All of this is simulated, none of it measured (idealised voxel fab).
Process module, titled voxel fin reveal
Section cut is 170 nm wide and gridded with 5 nm square cells.
A cross-section is written here as square cells arranged in a grid, and it is given in bands from the top down, each band taking up one or more rows of cells.
This entry defines a band. It first specifies the height of the band's top and the height of its bottom in nm, and then specifies the band's materials from left to right, stating each material with its width in nm. The word "edge to edge" identifies a single material that fills the band from edge to edge, while the word "air" identifies empty space.
Below 0: as-received wafer, all one material; heights counted from there. Lowest band: no bottom, goes on down, written "top 0, no bottom".
A width such as "30 to 40" changes by the same amount from each row of cells to the next, from the band's top row to its bottom row.
For the purposes of this document, the phrase "remained unchanged" attached to a step denotes that no cell within the cross-section was modified by that step.
Entry "Closed internal voids" = empty spaces >= 8 cells with no open way to the top; each as width x height at distance, distance from left edge, all nm.
Where a step's line continues beyond its settings, the continuation is a remark by the simulator itself on that step.
Regarding "overlay nm": on a step with a mask, it is the distance the mask lay to the right of its planned place; a negative value places it to the left.
Read each pair as before and after one process step. The after cross-section shows only down to the lowest band that changed. The step between them and its settings are given below the pair. Pairs can come from different runs of this module on the same starting wafer. A pair continues from the pair above only where its "Before step" entry says so.
Before step:
top 0, no bottom = Si edge to edge
Closed internal voids: none
Sectional Result:
top 5, bottom 0 = SiN edge to edge
Below 0, the layers are the same as they were.
Closed internal voids: none
Which operation links the two cross-sections above? CONFORMAL_DEP [material SiN] [thk nm 5]
Before step: = after-state of the pair above.
Sectional Result:
top 25, bottom 5 = 55 of air  15 of resist  25 of air  15 of resist  60 of air
Below 5, the layers are the same as they were.
Closed internal voids: none
Which operation links the two cross-sections above? PATTERN [tone cover] [mask id FINS] [material resist] [width nm 15] [pitch nm 40] [thk nm 20] [overlay nm 0]
Before step: = after-state of the pair above.
Sectional Result:
top 25, bottom 5 = 55 of air  15 of resist  25 of air  15 of resist  60 of air
top 5, bottom 0 = 55 of air  15 of SiN  25 of air  15 of SiN  60 of air
Below 0, the layers are the same as they were.
Closed internal voids: none
Which operation links the two cross-sections above? DIRECTIONAL_ETCH [etch materials SiN] [depth nm 5]
Before step: = after-state of the pair above.
Sectional Result:
top 25, bottom 5 = 55 of air  15 of resist  25 of air  15 of resist  60 of air
top 5, bottom 0 = 55 of air  15 of SiN  25 of air  15 of SiN  60 of air
top 0, bottom -35 = 55 of air  15 of Si  25 of air  15 of Si  60 of air
Below -35, the layers are the same as they were.
Closed internal voids: none
Which operation links the two cross-sections above? DIRECTIONAL_ETCH [etch materials Si] [depth nm 35]
Before step: = after-state of the pair above.
Sectional Result:
top 5, bottom 0 = 55 of air  15 of SiN  25 of air  15 of SiN  60 of air
Below 0, the layers are the same as they were.
Closed internal voids: none
Which operation links the two cross-sections above? STRIP [etch materials resist]
Before step: = after-state of the pair above.
Sectional Result:
top 20, bottom 5 = SiO2 edge to edge
top 5, bottom 0 = 55 of SiO2  15 of SiN  25 of SiO2  15 of SiN  60 of SiO2
top 0, bottom -35 = 55 of SiO2  15 of Si  25 of SiO2  15 of Si  60 of SiO2
Below -35, the layers are the same as they were.
Closed internal voids: none
Which operation links the two cross-sections above? FILL_DEP [material SiO2] [thk nm 15]
Before step: = after-state of the pair above.
Sectional Result:
top 5, bottom 0 = 55 of SiO2  15 of SiN  25 of SiO2  15 of SiN  60 of SiO2
Below 0, the layers are the same as they were.
Closed internal voids: none
Which operation links the two cross-sections above? CMP [height nm 5]
Before step: = after-state of the pair above.
Sectional Result:
top 5, bottom 0 = 55 of air  15 of SiN  25 of air  15 of SiN  60 of air
top 0, bottom -15 = 55 of air  15 of Si  25 of air  15 of Si  60 of air
Below -15, the layers are the same as they were.
Closed internal voids: none
Which operation links the two cross-sections above? SELECTIVE_ETCH [etch materials SiO2] [depth nm 20]
Before step: = after-state of the pair above.
Sectional Result:
top 0, bottom -15 = 55 of air  15 of Si  25 of air  15 of Si  60 of air
Below -15, the layers are the same as they were.
Closed internal voids: none
Which operation links the two cross-sections above? STRIP [etch materials SiN]
Before step:
top 25, bottom 5 = 55 of air  15 of resist  25 of air  15 of resist  60 of air
top 5, bottom 0 = 55 of air  15 of SiN  25 of air  15 of SiN  60 of air
top 0, bottom -35 = 55 of air  15 of Si  25 of air  15 of Si  60 of air
top -35, no bottom = Si edge to edge
Closed internal voids: none
Sectional Result:
top 25, bottom 5 = 55 of air  15 of resist  25 of air  15 of resist  60 of air
top 5, bottom 0 = 55 of air  15 of SiN  25 of air  15 of SiN  60 of air
top 0, bottom -70 = 55 of air  15 of Si  25 of air  15 of Si  60 of air
Below -70, the layers are the same as they were.
Closed internal voids: none
Which operation links the two cross-sections above? DIRECTIONAL_ETCH [etch materials Si] [depth nm 35]
Before step: = after-state of the pair above.
Sectional Result:
top 5, bottom 0 = 55 of air  15 of SiN  25 of air  15 of SiN  60 of air
Below 0, the layers are the same as they were.
Closed internal voids: none
Which operation links the two cross-sections above? STRIP [etch materials resist]
Before step: = after-state of the pair above.
Sectional Result:
top 20, bottom 5 = SiO2 edge to edge
top 5, bottom 0 = 55 of SiO2  15 of SiN  25 of SiO2  15 of SiN  60 of SiO2
top 0, bottom -70 = 55 of SiO2  15 of Si  25 of SiO2  15 of Si  60 of SiO2
Below -70, the layers are the same as they were.
Closed internal voids: none
Which operation links the two cross-sections above? FILL_DEP [material SiO2] [thk nm 15]
Before step: = after-state of the pair above.
Sectional Result:
top 5, bottom 0 = 55 of SiO2  15 of SiN  25 of SiO2  15 of SiN  60 of SiO2
Below 0, the layers are the same as they were.
Closed internal voids: none
Which operation links the two cross-sections above? CMP [height nm 5]
Before step: = after-state of the pair above.
Sectional Result:
top 5, bottom 0 = 55 of air  15 of SiN  25 of air  15 of SiN  60 of air
top 0, bottom -15 = 55 of air  15 of Si  25 of air  15 of Si  60 of air
Below -15, the layers are the same as they were.
Closed internal voids: none
Which operation links the two cross-sections above? SELECTIVE_ETCH [etch materials SiO2] [depth nm 20]
Before step: = after-state of the pair above.
Sectional Result:
top 0, bottom -15 = 55 of air  15 of Si  25 of air  15 of Si  60 of air
Below -15, the layers are the same as they were.
Closed internal voids: none
Which operation links the two cross-sections above? STRIP [etch materials SiN]
Before step:
top 5, bottom 0 = 55 of SiO2  15 of SiN  25 of SiO2  15 of SiN  60 of SiO2
top 0, bottom -35 = 55 of SiO2  15 of Si  25 of SiO2  15 of Si  60 of SiO2
top -35, no bottom = Si edge to edge
Closed internal voids: none
Sectional Result:
top 5, bottom 0 = 55 of SiO2  15 of air  25 of SiO2  15 of air  60 of SiO2
Below 0, the layers are the same as they were.
Closed internal voids: none
Which operation links the two cross-sections above? STRIP [etch materials SiN]
Before step: = after-state of the pair above.
Sectional Result:
top 0, bottom -15 = 55 of air  15 of Si  25 of air  15 of Si  60 of air
top -15, bottom -20 = 35 of SiO2  20 of air  15 of Si  25 of air  15 of Si  20 of air  40 of SiO2
Below -20, the layers are the same as they were.
Closed internal voids: none
Which operation links the two cross-sections above? SELECTIVE_ETCH [etch materials SiO2] [depth nm 20]
Before step:
top 20, bottom 5 = SiO2 edge to edge
top 5, bottom 0 = 55 of SiO2  15 of SiN  25 of SiO2  15 of SiN  60 of SiO2
top 0, bottom -35 = 55 of SiO2  15 of Si  25 of SiO2  15 of Si  60 of SiO2
top -35, no bottom = Si edge to edge
Closed internal voids: none
Sectional Result:
top -5, bottom -35 = 55 of SiO2  15 of Si  25 of SiO2  15 of Si  60 of SiO2
Below -35, the layers are the same as they were.
Closed internal voids: none
Which operation links the two cross-sections above? CMP [height nm -5]
Before step: = after-state of the pair above.
Sectional Result:
top -5, bottom -25 = 55 of air  15 of Si  25 of air  15 of Si  60 of air
Below -25, the layers are the same as they were.
Closed internal voids: none
Which operation links the two cross-sections above? SELECTIVE_ETCH [etch materials SiO2] [depth nm 20]
Before step:
top 5, bottom 0 = SiN edge to edge
top 0, no bottom = Si edge to edge
Closed internal voids: none
Sectional Result:
top 25, bottom 5 = 50 of air  25 of resist  15 of air  25 of resist  55 of air
Below 5, the layers are the same as they were.
Closed internal voids: none
Which operation links the two cross-sections above? PATTERN [tone cover] [mask id FINS] [material resist] [width nm 25] [pitch nm 40] [thk nm 20] [overlay nm 0]
Before step: = after-state of the pair above.
Sectional Result:
top 25, bottom 5 = 50 of air  25 of resist  15 of air  25 of resist  55 of air
top 5, bottom 0 = 50 of air  25 of SiN  15 of air  25 of SiN  55 of air
Below 0, the layers are the same as they were.
Closed internal voids: none
Which operation links the two cross-sections above? DIRECTIONAL_ETCH [etch materials SiN] [depth nm 5]
Before step: = after-state of the pair above.
Sectional Result:
top 25, bottom 5 = 50 of air  25 of resist  15 of air  25 of resist  55 of air
top 5, bottom 0 = 50 of air  25 of SiN  15 of air  25 of SiN  55 of air
top 0, bottom -35 = 50 of air  25 of Si  15 of air  25 of Si  55 of air
Below -35, the layers are the same as they were.
Closed internal voids: none
Which operation links the two cross-sections above? DIRECTIONAL_ETCH [etch materials Si] [depth nm 35]
Before step: = after-state of the pair above.
Sectional Result:
top 5, bottom 0 = 50 of air  25 of SiN  15 of air  25 of SiN  55 of air
Below 0, the layers are the same as they were.
Closed internal voids: none
Which operation links the two cross-sections above? STRIP [etch materials resist]
Before step: = after-state of the pair above.
Sectional Result:
top 20, bottom 5 = SiO2 edge to edge
top 5, bottom 0 = 50 of SiO2  25 of SiN  15 of SiO2  25 of SiN  55 of SiO2
top 0, bottom -35 = 50 of SiO2  25 of Si  15 of SiO2  25 of Si  55 of SiO2
Below -35, the layers are the same as they were.
Closed internal voids: none
Which operation links the two cross-sections above? FILL_DEP [material SiO2] [thk nm 15]
Before step: = after-state of the pair above.
Sectional Result:
top 5, bottom 0 = 50 of SiO2  25 of SiN  15 of SiO2  25 of SiN  55 of SiO2
Below 0, the layers are the same as they were.
Closed internal voids: none
Which operation links the two cross-sections above? CMP [height nm 5]
Before step: = after-state of the pair above.
Sectional Result:
top 5, bottom 0 = 50 of air  25 of SiN  15 of air  25 of SiN  55 of air
top 0, bottom -15 = 50 of air  25 of Si  15 of air  25 of Si  55 of air
Below -15, the layers are the same as they were.
Closed internal voids: none
Which operation links the two cross-sections above? SELECTIVE_ETCH [etch materials SiO2] [depth nm 20]
Before step: = after-state of the pair above.
Sectional Result:
top 0, bottom -15 = 50 of air  25 of Si  15 of air  25 of Si  55 of air
Below -15, the layers are the same as they were.
Closed internal voids: none
Which operation links the two cross-sections above? STRIP [etch materials SiN]
Before step:
top 5, bottom 0 = SiN edge to edge
top 0, no bottom = Si edge to edge
Closed internal voids: none
Sectional Result:
top 25, bottom 5 = 45 of air  15 of resist  25 of air  15 of resist  70 of air
Below 5, the layers are the same as they were.
Closed internal voids: none
Which operation links the two cross-sections above? PATTERN [tone cover] [mask id FINS] [material resist] [width nm 15] [pitch nm 40] [thk nm 20] [overlay nm -10]
Before step: = after-state of the pair above.
Sectional Result:
top 25, bottom 5 = 45 of air  15 of resist  25 of air  15 of resist  70 of air
top 5, bottom 0 = 45 of air  15 of SiN  25 of air  15 of SiN  70 of air
Below 0, the layers are the same as they were.
Closed internal voids: none
Which operation links the two cross-sections above? DIRECTIONAL_ETCH [etch materials SiN] [depth nm 5]
Before step: = after-state of the pair above.
Sectional Result:
top 25, bottom 5 = 45 of air  15 of resist  25 of air  15 of resist  70 of air
top 5, bottom 0 = 45 of air  15 of SiN  25 of air  15 of SiN  70 of air
top 0, bottom -35 = 45 of air  15 of Si  25 of air  15 of Si  70 of air
Below -35, the layers are the same as they were.
Closed internal voids: none
Which operation links the two cross-sections above? DIRECTIONAL_ETCH [etch materials Si] [depth nm 35]
Before step: = after-state of the pair above.
Sectional Result:
top 5, bottom 0 = 45 of air  15 of SiN  25 of air  15 of SiN  70 of air
Below 0, the layers are the same as they were.
Closed internal voids: none
Which operation links the two cross-sections above? STRIP [etch materials resist]
Before step: = after-state of the pair above.
Sectional Result:
top 20, bottom 5 = SiO2 edge to edge
top 5, bottom 0 = 45 of SiO2  15 of SiN  25 of SiO2  15 of SiN  70 of SiO2
top 0, bottom -35 = 45 of SiO2  15 of Si  25 of SiO2  15 of Si  70 of SiO2
Below -35, the layers are the same as they were.
Closed internal voids: none
Which operation links the two cross-sections above? FILL_DEP [material SiO2] [thk nm 15]
Before step: = after-state of the pair above.
Sectional Result:
top 5, bottom 0 = 45 of SiO2  15 of SiN  25 of SiO2  15 of SiN  70 of SiO2
Below 0, the layers are the same as they were.
Closed internal voids: none
Which operation links the two cross-sections above? CMP [height nm 5]
Before step: = after-state of the pair above.
Sectional Result:
top 5, bottom 0 = 45 of air  15 of SiN  25 of air  15 of SiN  70 of air
top 0, bottom -15 = 45 of air  15 of Si  25 of air  15 of Si  70 of air
Below -15, the layers are the same as they were.
Closed internal voids: none
Which operation links the two cross-sections above? SELECTIVE_ETCH [etch materials SiO2] [depth nm 20]
Before step: = after-state of the pair above.
Sectional Result:
top 0, bottom -15 = 45 of air  15 of Si  25 of air  15 of Si  70 of air
Below -15, the layers are the same as they were.
Closed internal voids: none
Which operation links the two cross-sections above? STRIP [etch materials SiN]
Before step:
top 5, bottom 0 = 55 of air  15 of SiN  25 of air  15 of SiN  60 of air
top 0, bottom -15 = 55 of air  15 of Si  25 of air  15 of Si  60 of air
top -15, bottom -35 = 55 of SiO2  15 of Si  25 of SiO2  15 of Si  60 of SiO2
top -35, no bottom = Si edge to edge
Closed internal voids: none
Sectional Result:
top 5, bottom 0 = 55 of air  15 of SiN  25 of air  15 of SiN  60 of air
top 0, bottom -35 = 55 of air  15 of Si  25 of air  15 of Si  60 of air
Below -35, the layers are the same as they were.
Closed internal voids: none
Which operation links the two cross-sections above? STRIP [etch materials SiO2]
Before step:
top 5, bottom 0 = SiN edge to edge
top 0, no bottom = Si edge to edge
Closed internal voids: none
Sectional Result:
top 25, bottom 5 = 55 of resist  15 of air  25 of resist  15 of air  60 of resist
Below 5, the layers are the same as they were.
Closed internal voids: none
Which operation links the two cross-sections above? PATTERN [tone open] [mask id FINS] [material resist] [width nm 15] [pitch nm 40] [thk nm 20] [overlay nm 0]
Before step: = after-state of the pair above.
Sectional Result:
top 25, bottom 5 = 55 of resist  15 of air  25 of resist  15 of air  60 of resist
top 5, bottom 0 = 55 of SiN  15 of air  25 of SiN  15 of air  60 of SiN
Below 0, the layers are the same as they were.
Closed internal voids: none
Which operation links the two cross-sections above? DIRECTIONAL_ETCH [etch materials SiN] [depth nm 5]
Before step: = after-state of the pair above.
Sectional Result:
top 25, bottom 5 = 55 of resist  15 of air  25 of resist  15 of air  60 of resist
top 5, bottom 0 = 55 of SiN  15 of air  25 of SiN  15 of air  60 of SiN
top 0, bottom -35 = 55 of Si  15 of air  25 of Si  15 of air  60 of Si
Below -35, the layers are the same as they were.
Closed internal voids: none
Which operation links the two cross-sections above? DIRECTIONAL_ETCH [etch materials Si] [depth nm 35]
Before step: = after-state of the pair above.
Sectional Result:
top 5, bottom 0 = 55 of SiN  15 of air  25 of SiN  15 of air  60 of SiN
Below 0, the layers are the same as they were.
Closed internal voids: none
Which operation links the two cross-sections above? STRIP [etch materials resist]
Before step: = after-state of the pair above.
Sectional Result:
top 20, bottom 5 = SiO2 edge to edge
top 5, bottom 0 = 55 of SiN  15 of SiO2  25 of SiN  15 of SiO2  60 of SiN
top 0, bottom -35 = 55 of Si  15 of SiO2  25 of Si  15 of SiO2  60 of Si
Below -35, the layers are the same as they were.
Closed internal voids: none
Which operation links the two cross-sections above? FILL_DEP [material SiO2] [thk nm 15]
Before step: = after-state of the pair above.
Sectional Result:
top 5, bottom 0 = 55 of SiN  15 of SiO2  25 of SiN  15 of SiO2  60 of SiN
Below 0, the layers are the same as they were.
Closed internal voids: none
Which operation links the two cross-sections above? CMP [height nm 5]
Before step: = after-state of the pair above.
Sectional Result:
top 5, bottom 0 = 55 of SiN  15 of air  25 of SiN  15 of air  60 of SiN
top 0, bottom -15 = 55 of Si  15 of air  25 of Si  15 of air  60 of Si
Below -15, the layers are the same as they were.
Closed internal voids: none
Which operation links the two cross-sections above? SELECTIVE_ETCH [etch materials SiO2] [depth nm 20]
Before step: = after-state of the pair above.
Sectional Result:
top 0, bottom -15 = 55 of Si  15 of air  25 of Si  15 of air  60 of Si
Below -15, the layers are the same as they were.
Closed internal voids: none
Which operation links the two cross-sections above? STRIP [etch materials SiN]
